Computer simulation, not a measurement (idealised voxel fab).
This is a process module. Its name is voxel transistor to metal.
Shown is cross-section cut, with a width of 145 nm and square cells of size 5 nm.
Cross-section, as written here: a square-cell grid given band by band from the top down, where a band holds one or more rows of cells. Heads up on the band format: heights come first, top then bottom, in nm. After that it's the materials left to right, each with its width in nm. A single material flagged "throughout" fills the whole band edge to edge, and "air" means there's empty space there. For the purposes of this specification, 0 denotes the height below which the wafer in its as-received condition is composed wholly of one material, and the lowermost band, lacking a lower limit, extends downward without end, as expressed in "top 0, no bottom". Think of "30->40" as a width that walks from the first number to the second as you go down the band, top row to bottom row, taking equal-sized steps from row to row. "identical to before" means the step left every cell of the cross-section as it was. Voids not open to the top, 8 cells minimum: see "Closed void catalog". Written width x height at distance; distance is from the left edge; nm. If you see something after the settings on a step's line, that's the simulator's own remark about that step. overlay nm: step with mask; distance mask lay right of planned place; negative value = left of planned place.

Process steps foreseen in the plan:
step 1: RECEIVE,material Si
step 2: OXIDIZE,depth nm 5
step 3: CONFORMAL_DEP,material SiN,thk nm 10
step 4: PATTERN,tone cover,mask id ACTIVE,material resist,width nm 85,thk nm 15,overlay nm 0
step 5: DIRECTIONAL_ETCH,etch materials SiN,depth nm 10
step 6: DIRECTIONAL_ETCH,etch materials SiO2,depth nm 5
step 7: DIRECTIONAL_ETCH,etch materials Si,depth nm 25
step 8: STRIP,etch materials resist
step 9: FILL_DEP,material SiO2,thk nm 5
step 10: CMP,height nm 10
step 11: SELECTIVE_ETCH,etch materials SiO2,depth nm 5
step 12: STRIP,etch materials SiN
step 13: SELECTIVE_ETCH,etch materials SiO2,depth nm 5
step 14: OXIDIZE,depth nm 5
step 15: DIRECTIONAL_DEP,material polySi,thk nm 25
step 16: DIRECTIONAL_DEP,material SiCN,thk nm 15
step 17: MASKED_ETCH,tone cover,mask id GATE,width nm 15,etch materials SiCN,depth nm 25,overlay nm 0
step 18: MASKED_ETCH,tone cover,mask id GATE,width nm 15,etch materials polySi,depth nm 35,overlay nm 0
step 19: CONFORMAL_DEP,material SiO2,thk nm 5
step 20: DIRECTIONAL_ETCH,etch materials SiO2,depth nm 5
step 21: CONFORMAL_DEP,material SiN,thk nm 10
step 22: DIRECTIONAL_ETCH,etch materials SiN,depth nm 10
step 23: DIRECTIONAL_ETCH,etch materials SiO2,depth nm 5
step 24: DIRECTIONAL_ETCH,etch materials Si,depth nm 5
step 25: EPI,material SiGe,thk nm 5
step 26: FILL_DEP,material SiO2,thk nm 10
step 27: CMP,height nm 35
step 28: DIRECTIONAL_DEP,material SiO2,thk nm 15
step 29: PATTERN,tone open,mask id CONTACT,material resist,width nm 25,pitch nm 50,thk nm 15,overlay nm 0
step 30: DIRECTIONAL_ETCH,etch materials SiO2,depth nm 55
step 31: STRIP,etch materials resist
step 32: CONFORMAL_DEP,material TiN,thk nm 5
step 33: FILL_DEP,material W,thk nm 5
step 34: CMP,height nm 50
step 35: DIRECTIONAL_DEP,material TiN,thk nm 5
step 36: DIRECTIONAL_DEP,material W,thk nm 25
step 37: MASKED_ETCH,tone cover,mask id METAL_1,width nm 15,pitch nm 60,etch materials W,depth nm 25,overlay nm 0
step 38: MASKED_ETCH,tone cover,mask id METAL_1,width nm 15,pitch nm 60,etch materials TiN,depth nm 5,overlay nm 0
step 39: CONFORMAL_DEP,material SiCN,thk nm 5
step 40: FILL_DEP,material SiO2,thk nm 10
step 41: CMP,height nm 80
step 42: CONFORMAL_DEP,material SiCN,thk nm 5

The first of the two wafers, which ran as planned:

As received (post step 1): cross-section:
* top 0, no bottom: Si throughout
* Closed void catalog: none

Take a look at the wafer's cross-section after step 2:
* top 0, bottom -5: SiO2 throughout
* Nothing below the height -5 has changed.

Take a look at the wafer's cross-section after step 3:
* top 10, bottom 0: SiN throughout
* Nothing below the height 0 has changed.

Take a look at the wafer's cross-section after step 4:
* top 25, bottom 10: 30 nm air  85 nm resist  30 nm air
* Nothing below the height 10 has changed.

Take a look at the wafer's cross-section after step 5:
* top 25, bottom 10: 30 nm air  85 nm resist  30 nm air
* top 10, bottom 0: 30 nm air  85 nm SiN  30 nm air
* Nothing below the height 0 has changed.

Take a look at the wafer's cross-section after step 6:
* top 25, bottom 10: 30 nm air  85 nm resist  30 nm air
* top 10, bottom 0: 30 nm air  85 nm SiN  30 nm air
* top 0, bottom -5: 30 nm air  85 nm SiO2  30 nm air
* Nothing below the height -5 has changed.

Take a look at the wafer's cross-section after step 7:
* top 25, bottom 10: 30 nm air  85 nm resist  30 nm air
* top 10, bottom 0: 30 nm air  85 nm SiN  30 nm air
* top 0, bottom -5: 30 nm air  85 nm SiO2  30 nm air
* top -5, bottom -30: 30 nm air  85 nm Si  30 nm air
* Nothing below the height -30 has changed.

Take a look at the wafer's cross-section after step 8:
* top 10, bottom 0: 30 nm air  85 nm SiN  30 nm air
* Nothing below the height 0 has changed.

Take a look at the wafer's cross-section after step 9:
* top 15, bottom 10: SiO2 throughout
* top 10, bottom 0: 30 nm SiO2  85 nm SiN  30 nm SiO2
* top 0, bottom -5: SiO2 throughout
* top -5, bottom -30: 30 nm SiO2  85 nm Si  30 nm SiO2
* Nothing below the height -30 has changed.

Take a look at the wafer's cross-section after step 10:
* top 10, bottom 0: 30 nm SiO2  85 nm SiN  30 nm SiO2
* Nothing below the height 0 has changed.

Take a look at the wafer's cross-section after step 11:
* top 10, bottom 5: 30 nm air  85 nm SiN  30 nm air
* Nothing below the height 5 has changed.

Take a look at the wafer's cross-section after step 12:
* top 5, bottom 0: 30 nm SiO2  85 nm air  30 nm SiO2
* Nothing below the height 0 has changed.

Take a look at the wafer's cross-section after step 13:
* top 0, bottom -5: 25 nm SiO2  95 nm air  25 nm SiO2
* Nothing below the height -5 has changed.

Take a look at the wafer's cross-section after step 14:
* top 0, bottom -5: 25 nm SiO2  95 nm air  25 nm SiO2
* top -5, bottom -10: SiO2 throughout
* Nothing below the height -10 has changed.

Take a look at the wafer's cross-section after step 15:
* top 25, bottom 20: 25 nm polySi  95 nm air  25 nm polySi
* top 20, bottom 0: polySi throughout
* top 0, bottom -5: 25 nm SiO2  95 nm polySi  25 nm SiO2
* Nothing below the height -5 has changed.

Take a look at the wafer's cross-section after step 16:
* top 40, bottom 35: 25 nm SiCN  95 nm air  25 nm SiCN
* top 35, bottom 25: SiCN throughout
* top 25, bottom 20: 25 nm polySi  95 nm SiCN  25 nm polySi
* Nothing below the height 20 has changed.

Take a look at the wafer's cross-section after step 17:
* top 35, bottom 25: 65 nm air  15 nm SiCN  65 nm air
* top 25, bottom 20: 25 nm polySi  40 nm air  15 nm SiCN  40 nm air  25 nm polySi
* Nothing below the height 20 has changed.

Take a look at the wafer's cross-section after step 18:
* top 35, bottom 20: 65 nm air  15 nm SiCN  65 nm air
* top 20, bottom 0: 65 nm air  15 nm polySi  65 nm air
* top 0, bottom -5: 25 nm SiO2  40 nm air  15 nm polySi  40 nm air  25 nm SiO2
* Nothing below the height -5 has changed.

Take a look at the wafer's cross-section after step 19:
* top 40, bottom 35: 60 nm air  25 nm SiO2  60 nm air
* top 35, bottom 20: 60 nm air  5 nm SiO2  15 nm SiCN  5 nm SiO2  60 nm air
* top 20, bottom 5: 60 nm air  5 nm SiO2  15 nm polySi  5 nm SiO2  60 nm air
* top 5, bottom 0: 30 nm SiO2  30 nm air  5 nm SiO2  15 nm polySi  5 nm SiO2  30 nm air  30 nm SiO2
* top 0, bottom -5: 65 nm SiO2  15 nm polySi  65 nm SiO2
* Nothing below the height -5 has changed.

Take a look at the wafer's cross-section after step 20:
* top 35, bottom 20: 60 nm air  5 nm SiO2  15 nm SiCN  5 nm SiO2  60 nm air
* top 20, bottom 0: 60 nm air  5 nm SiO2  15 nm polySi  5 nm SiO2  60 nm air
* top 0, bottom -5: 30 nm SiO2  30 nm air  5 nm SiO2  15 nm polySi  5 nm SiO2  30 nm air  30 nm SiO2
* Nothing below the height -5 has changed.

Take a look at the wafer's cross-section after step 21:
* top 45, bottom 35: 50 nm air  45 nm SiN  50 nm air
* top 35, bottom 20: 50 nm air  10 nm SiN  5 nm SiO2  15 nm SiCN  5 nm SiO2  10 nm SiN  50 nm air
* top 20, bottom 10: 50 nm air  10 nm SiN  5 nm SiO2  15 nm polySi  5 nm SiO2  10 nm SiN  50 nm air
* top 10, bottom 5: 40 nm SiN  10 nm air  10 nm SiN  5 nm SiO2  15 nm polySi  5 nm SiO2  10 nm SiN  10 nm air  40 nm SiN
* top 5, bottom 0: 60 nm SiN  5 nm SiO2  15 nm polySi  5 nm SiO2  60 nm SiN
* top 0, bottom -5: 30 nm SiO2  30 nm SiN  5 nm SiO2  15 nm polySi  5 nm SiO2  30 nm SiN  30 nm SiO2
* Nothing below the height -5 has changed.

Take a look at the wafer's cross-section after step 22:
* top 35, bottom 20: 50 nm air  10 nm SiN  5 nm SiO2  15 nm SiCN  5 nm SiO2  10 nm SiN  50 nm air
* top 20, bottom 0: 50 nm air  10 nm SiN  5 nm SiO2  15 nm polySi  5 nm SiO2  10 nm SiN  50 nm air
* top 0, bottom -5: 30 nm SiO2  10 nm SiN  10 nm air  10 nm SiN  5 nm SiO2  15 nm polySi  5 nm SiO2  10 nm SiN  10 nm air  10 nm SiN  30 nm SiO2
* Nothing below the height -5 has changed.

Take a look at the wafer's cross-section after step 23:
* top 35, bottom 30: 50 nm air  10 nm SiN  5 nm air  15 nm SiCN  5 nm air  10 nm SiN  50 nm air
* top 30, bottom 20: 50 nm air  10 nm SiN  5 nm SiO2  15 nm SiCN  5 nm SiO2  10 nm SiN  50 nm air
* top 20, bottom 0: 50 nm air  10 nm SiN  5 nm SiO2  15 nm polySi  5 nm SiO2  10 nm SiN  50 nm air
* top 0, bottom -5: 30 nm air  10 nm SiN  10 nm air  10 nm SiN  5 nm SiO2  15 nm polySi  5 nm SiO2  10 nm SiN  10 nm air  10 nm SiN  30 nm air
* top -5, bottom -10: 40 nm SiO2  10 nm air  45 nm SiO2  10 nm air  40 nm SiO2
* Nothing below the height -10 has changed.

Take a look at the wafer's cross-section after step 24:
* top 35, bottom 30: 50 nm air  10 nm SiN  5 nm air  15 nm SiCN  5 nm air  10 nm SiN  50 nm air
* top 30, bottom 20: 50 nm air  10 nm SiN  5 nm SiO2  15 nm SiCN  5 nm SiO2  10 nm SiN  50 nm air
* top 20, bottom 0: 50 nm air  10 nm SiN  5 nm SiO2  15 nm polySi  5 nm SiO2  10 nm SiN  50 nm air
* top 0, bottom -5: 30 nm air  10 nm SiN  10 nm air  10 nm SiN  5 nm SiO2  15 nm polySi  5 nm SiO2  10 nm SiN  10 nm air  10 nm SiN  30 nm air
* top -5, bottom -10: 40 nm SiO2  10 nm air  45 nm SiO2  10 nm air  40 nm SiO2
* top -10, bottom -15: 30 nm SiO2  10 nm Si  10 nm air  45 nm Si  10 nm air  10 nm Si  30 nm SiO2
* Nothing below the height -15 has changed.

Take a look at the wafer's cross-section after step 25:
* top 35, bottom 30: 50 nm air  10 nm SiN  5 nm air  15 nm SiCN  5 nm air  10 nm SiN  50 nm air
* top 30, bottom 20: 50 nm air  10 nm SiN  5 nm SiO2  15 nm SiCN  5 nm SiO2  10 nm SiN  50 nm air
* top 20, bottom 0: 50 nm air  10 nm SiN  5 nm SiO2  15 nm polySi  5 nm SiO2  10 nm SiN  50 nm air
* top 0, bottom -5: 30 nm air  10 nm SiN  10 nm air  10 nm SiN  5 nm SiO2  15 nm polySi  5 nm SiO2  10 nm SiN  10 nm air  10 nm SiN  30 nm air
* top -5, bottom -10: 40 nm SiO2  10 nm SiGe  45 nm SiO2  10 nm SiGe  40 nm SiO2
* top -10, bottom -15: 30 nm SiO2  10 nm Si  10 nm SiGe  45 nm Si  10 nm SiGe  10 nm Si  30 nm SiO2
* Nothing below the height -15 has changed.

Take a look at the wafer's cross-section after step 26:
* top 45, bottom 35: SiO2 throughout
* top 35, bottom 20: 50 nm SiO2  10 nm SiN  5 nm SiO2  15 nm SiCN  5 nm SiO2  10 nm SiN  50 nm SiO2
* top 20, bottom 0: 50 nm SiO2  10 nm SiN  5 nm SiO2  15 nm polySi  5 nm SiO2  10 nm SiN  50 nm SiO2
* top 0, bottom -5: 30 nm SiO2  10 nm SiN  10 nm SiO2  10 nm SiN  5 nm SiO2  15 nm polySi  5 nm SiO2  10 nm SiN  10 nm SiO2  10 nm SiN  30 nm SiO2
* Nothing below the height -5 has changed.

Take a look at the wafer's cross-section after step 27:
* top 35, bottom 20: 50 nm SiO2  10 nm SiN  5 nm SiO2  15 nm SiCN  5 nm SiO2  10 nm SiN  50 nm SiO2
* Nothing below the height 20 has changed.

Take a look at the wafer's cross-section after step 28:
* top 50, bottom 35: SiO2 throughout
* Nothing below the height 35 has changed.

Take a look at the wafer's cross-section after step 29:
* top 65, bottom 50: 35 nm resist  25 nm air  25 nm resist  25 nm air  35 nm resist
* Nothing below the height 50 has changed.

Take a look at the wafer's cross-section after step 30:
* top 65, bottom 50: 35 nm resist  25 nm air  25 nm resist  25 nm air  35 nm resist
* top 50, bottom 35: 35 nm SiO2  25 nm air  25 nm SiO2  25 nm air  35 nm SiO2
* top 35, bottom 20: 35 nm SiO2  15 nm air  10 nm SiN  5 nm SiO2  15 nm SiCN  5 nm SiO2  10 nm SiN  15 nm air  35 nm SiO2
* top 20, bottom 0: 35 nm SiO2  15 nm air  10 nm SiN  5 nm SiO2  15 nm polySi  5 nm SiO2  10 nm SiN  15 nm air  35 nm SiO2
* top 0, bottom -5: 30 nm SiO2  10 nm SiN  10 nm air  10 nm SiN  5 nm SiO2  15 nm polySi  5 nm SiO2  10 nm SiN  10 nm air  10 nm SiN  30 nm SiO2
* Nothing below the height -5 has changed.

Take a look at the wafer's cross-section after step 31:
* top 50, bottom 35: 35 nm SiO2  25 nm air  25 nm SiO2  25 nm air  35 nm SiO2
* Nothing below the height 35 has changed.

Take a look at the wafer's cross-section after step 32:
* top 55, bottom 50: 40 nm TiN  15 nm air  35 nm TiN  15 nm air  40 nm TiN
* top 50, bottom 40: 35 nm SiO2  5 nm TiN  15 nm air  5 nm TiN  25 nm SiO2  5 nm TiN  15 nm air  5 nm TiN  35 nm SiO2
* top 40, bottom 35: 35 nm SiO2  5 nm TiN  5 nm air  15 nm TiN  25 nm SiO2  15 nm TiN  5 nm air  5 nm TiN  35 nm SiO2
* top 35, bottom 20: 35 nm SiO2  5 nm TiN  5 nm air  5 nm TiN  10 nm SiN  5 nm SiO2  15 nm SiCN  5 nm SiO2  10 nm SiN  5 nm TiN  5 nm air  5 nm TiN  35 nm SiO2
* top 20, bottom 5: 35 nm SiO2  5 nm TiN  5 nm air  5 nm TiN  10 nm SiN  5 nm SiO2  15 nm polySi  5 nm SiO2  10 nm SiN  5 nm TiN  5 nm air  5 nm TiN  35 nm SiO2
* top 5, bottom 0: 35 nm SiO2  15 nm TiN  10 nm SiN  5 nm SiO2  15 nm polySi  5 nm SiO2  10 nm SiN  15 nm TiN  35 nm SiO2
* top 0, bottom -5: 30 nm SiO2  10 nm SiN  10 nm TiN  10 nm SiN  5 nm SiO2  15 nm polySi  5 nm SiO2  10 nm SiN  10 nm TiN  10 nm SiN  30 nm SiO2
* Nothing below the height -5 has changed.

Take a look at the wafer's cross-section after step 33:
* top 60, bottom 55: W throughout
* top 55, bottom 50: 40 nm TiN  15 nm W  35 nm TiN  15 nm W  40 nm TiN
* top 50, bottom 40: 35 nm SiO2  5 nm TiN  15 nm W  5 nm TiN  25 nm SiO2  5 nm TiN  15 nm W  5 nm TiN  35 nm SiO2
* top 40, bottom 35: 35 nm SiO2  5 nm TiN  5 nm W  15 nm TiN  25 nm SiO2  15 nm TiN  5 nm W  5 nm TiN  35 nm SiO2
* top 35, bottom 20: 35 nm SiO2  5 nm TiN  5 nm W  5 nm TiN  10 nm SiN  5 nm SiO2  15 nm SiCN  5 nm SiO2  10 nm SiN  5 nm TiN  5 nm W  5 nm TiN  35 nm SiO2
* top 20, bottom 5: 35 nm SiO2  5 nm TiN  5 nm W  5 nm TiN  10 nm SiN  5 nm SiO2  15 nm polySi  5 nm SiO2  10 nm SiN  5 nm TiN  5 nm W  5 nm TiN  35 nm SiO2
* Nothing below the height 5 has changed.

Take a look at the wafer's cross-section after step 34:
* top 50, bottom 40: 35 nm SiO2  5 nm TiN  15 nm W  5 nm TiN  25 nm SiO2  5 nm TiN  15 nm W  5 nm TiN  35 nm SiO2
* Nothing below the height 40 has changed.

Take a look at the wafer's cross-section after step 35:
* top 55, bottom 50: TiN throughout
* Nothing below the height 50 has changed.

Take a look at the wafer's cross-section after step 36:
* top 80, bottom 55: W throughout
* Nothing below the height 55 has changed.

Take a look at the wafer's cross-section after step 37:
* top 80, bottom 55: 35 nm air  15 nm W  45 nm air  15 nm W  35 nm air
* Nothing below the height 55 has changed.

Take a look at the wafer's cross-section after step 38:
* top 80, bottom 55: 35 nm air  15 nm W  45 nm air  15 nm W  35 nm air
* top 55, bottom 50: 35 nm air  15 nm TiN  45 nm air  15 nm TiN  35 nm air
* Nothing below the height 50 has changed.

Take a look at the wafer's cross-section after step 39:
* top 85, bottom 80: 30 nm air  25 nm SiCN  35 nm air  25 nm SiCN  30 nm air
* top 80, bottom 55: 30 nm air  5 nm SiCN  15 nm W  5 nm SiCN  35 nm air  5 nm SiCN  15 nm W  5 nm SiCN  30 nm air
* top 55, bottom 50: 35 nm SiCN  15 nm TiN  45 nm SiCN  15 nm TiN  35 nm SiCN
* Nothing below the height 50 has changed.

Take a look at the wafer's cross-section after step 40:
* top 95, bottom 85: SiO2 throughout
* top 85, bottom 80: 30 nm SiO2  25 nm SiCN  35 nm SiO2  25 nm SiCN  30 nm SiO2
* top 80, bottom 55: 30 nm SiO2  5 nm SiCN  15 nm W  5 nm SiCN  35 nm SiO2  5 nm SiCN  15 nm W  5 nm SiCN  30 nm SiO2
* Nothing below the height 55 has changed.

Take a look at the wafer's cross-section after step 41:
* top 80, bottom 55: 30 nm SiO2  5 nm SiCN  15 nm W  5 nm SiCN  35 nm SiO2  5 nm SiCN  15 nm W  5 nm SiCN  30 nm SiO2
* Nothing below the height 55 has changed.

Take a look at the wafer's cross-section after step 42:
* top 85, bottom 80: SiCN throughout
* Nothing below the height 80 has changed.

Second Wafer (Identical Start and Plan, One Processing Error; Matches First Wafer Through Step 28):

Second wafer at the planned finish of step 29, seen in cross-section:
* top 65, bottom 50: 35 nm air  25 nm resist  25 nm air  25 nm resist  35 nm air
* Nothing below the height 50 has changed.

Second wafer at the planned finish of step 30, seen in cross-section:
* top 65, bottom 50: 35 nm air  25 nm resist  25 nm air  25 nm resist  35 nm air
* top 50, bottom 35: 35 nm air  25 nm SiO2  25 nm air  25 nm SiO2  35 nm air
* top 35, bottom 20: 35 nm air  15 nm SiO2  10 nm SiN  5 nm air  15 nm SiCN  5 nm air  10 nm SiN  15 nm SiO2  35 nm air
* top 20, bottom 0: 35 nm air  15 nm SiO2  10 nm SiN  5 nm air  15 nm polySi  5 nm air  10 nm SiN  15 nm SiO2  35 nm air
* top 0, bottom -5: 30 nm air  10 nm SiN  10 nm SiO2  10 nm SiN  5 nm air  15 nm polySi  5 nm air  10 nm SiN  10 nm SiO2  10 nm SiN  30 nm air
* Nothing below the height -5 has changed.

Second wafer at the planned finish of step 31, seen in cross-section:
* top 50, bottom 35: 35 nm air  25 nm SiO2  25 nm air  25 nm SiO2  35 nm air
* Nothing below the height 35 has changed.

Second wafer at the planned finish of step 32, seen in cross-section:
* top 55, bottom 50: 30 nm air  35 nm TiN  15 nm air  35 nm TiN  30 nm air
* top 50, bottom 40: 30 nm air  5 nm TiN  25 nm SiO2  5 nm TiN  15 nm air  5 nm TiN  25 nm SiO2  5 nm TiN  30 nm air
* top 40, bottom 35: 30 nm air  5 nm TiN  25 nm SiO2  25 nm TiN  25 nm SiO2  5 nm TiN  30 nm air
* top 35, bottom 20: 30 nm air  5 nm TiN  15 nm SiO2  10 nm SiN  5 nm TiN  15 nm SiCN  5 nm TiN  10 nm SiN  15 nm SiO2  5 nm TiN  30 nm air
* top 20, bottom 5: 30 nm air  5 nm TiN  15 nm SiO2  10 nm SiN  5 nm TiN  15 nm polySi  5 nm TiN  10 nm SiN  15 nm SiO2  5 nm TiN  30 nm air
* top 5, bottom 0: 25 nm air  10 nm TiN  15 nm SiO2  10 nm SiN  5 nm TiN  15 nm polySi  5 nm TiN  10 nm SiN  15 nm SiO2  10 nm TiN  25 nm air
* top 0, bottom -5: 30 nm TiN  10 nm SiN  10 nm SiO2  10 nm SiN  5 nm TiN  15 nm polySi  5 nm TiN  10 nm SiN  10 nm SiO2  10 nm SiN  30 nm TiN
* Nothing below the height -5 has changed.

Second wafer at the planned finish of step 33, seen in cross-section:
* top 60, bottom 55: W throughout
* top 55, bottom 50: 30 nm W  35 nm TiN  15 nm W  35 nm TiN  30 nm W
* top 50, bottom 40: 30 nm W  5 nm TiN  25 nm SiO2  5 nm TiN  15 nm W  5 nm TiN  25 nm SiO2  5 nm TiN  30 nm W
* top 40, bottom 35: 30 nm W  5 nm TiN  25 nm SiO2  25 nm TiN  25 nm SiO2  5 nm TiN  30 nm W
* top 35, bottom 20: 30 nm W  5 nm TiN  15 nm SiO2  10 nm SiN  5 nm TiN  15 nm SiCN  5 nm TiN  10 nm SiN  15 nm SiO2  5 nm TiN  30 nm W
* top 20, bottom 5: 30 nm W  5 nm TiN  15 nm SiO2  10 nm SiN  5 nm TiN  15 nm polySi  5 nm TiN  10 nm SiN  15 nm SiO2  5 nm TiN  30 nm W
* top 5, bottom 0: 25 nm W  10 nm TiN  15 nm SiO2  10 nm SiN  5 nm TiN  15 nm polySi  5 nm TiN  10 nm SiN  15 nm SiO2  10 nm TiN  25 nm W
* Nothing below the height 0 has changed.

Second wafer at the planned finish of step 34, seen in cross-section:
* top 50, bottom 40: 30 nm W  5 nm TiN  25 nm SiO2  5 nm TiN  15 nm W  5 nm TiN  25 nm SiO2  5 nm TiN  30 nm W
* Nothing below the height 40 has changed.

Second wafer at the planned finish of step 35, seen in cross-section:
* top 55, bottom 50: TiN throughout
* Nothing below the height 50 has changed.

Second wafer at the planned finish of step 36, seen in cross-section:
* top 80, bottom 55: W throughout
* Nothing below the height 55 has changed.

Second wafer at the planned finish of step 37, seen in cross-section:
* top 80, bottom 55: 35 nm air  15 nm W  45 nm air  15 nm W  35 nm air
* Nothing below the height 55 has changed.

Second wafer at the planned finish of step 38, seen in cross-section:
* top 80, bottom 55: 35 nm air  15 nm W  45 nm air  15 nm W  35 nm air
* top 55, bottom 50: 35 nm air  15 nm TiN  45 nm air  15 nm TiN  35 nm air
* Nothing below the height 50 has changed.

Second wafer at the planned finish of step 39, seen in cross-section:
* top 85, bottom 80: 30 nm air  25 nm SiCN  35 nm air  25 nm SiCN  30 nm air
* top 80, bottom 55: 30 nm air  5 nm SiCN  15 nm W  5 nm SiCN  35 nm air  5 nm SiCN  15 nm W  5 nm SiCN  30 nm air
* top 55, bottom 50: 35 nm SiCN  15 nm TiN  45 nm SiCN  15 nm TiN  35 nm SiCN
* Nothing below the height 50 has changed.

Second wafer at the planned finish of step 40, seen in cross-section:
* top 95, bottom 85: SiO2 throughout
* top 85, bottom 80: 30 nm SiO2  25 nm SiCN  35 nm SiO2  25 nm SiCN  30 nm SiO2
* top 80, bottom 55: 30 nm SiO2  5 nm SiCN  15 nm W  5 nm SiCN  35 nm SiO2  5 nm SiCN  15 nm W  5 nm SiCN  30 nm SiO2
* Nothing below the height 55 has changed.

Second wafer at the planned finish of step 41, seen in cross-section:
* top 80, bottom 55: 30 nm SiO2  5 nm SiCN  15 nm W  5 nm SiCN  35 nm SiO2  5 nm SiCN  15 nm W  5 nm SiCN  30 nm SiO2
* Nothing below the height 55 has changed.

Second wafer at the planned finish of step 42, seen in cross-section:
* top 85, bottom 80: SiCN throughout
* Nothing below the height 80 has changed.
The plan and the run diverged here: note that step 29 departed from the planned setting and was carried out as PATTERN,tone cover,mask id CONTACT,material resist,width nm 25,pitch nm 50,thk nm 15,overlay nm 0
Heads up, by the end the second wafer has more or fewer cells of some materials compared to the first: SiO2 -107, TiN +9, W +98
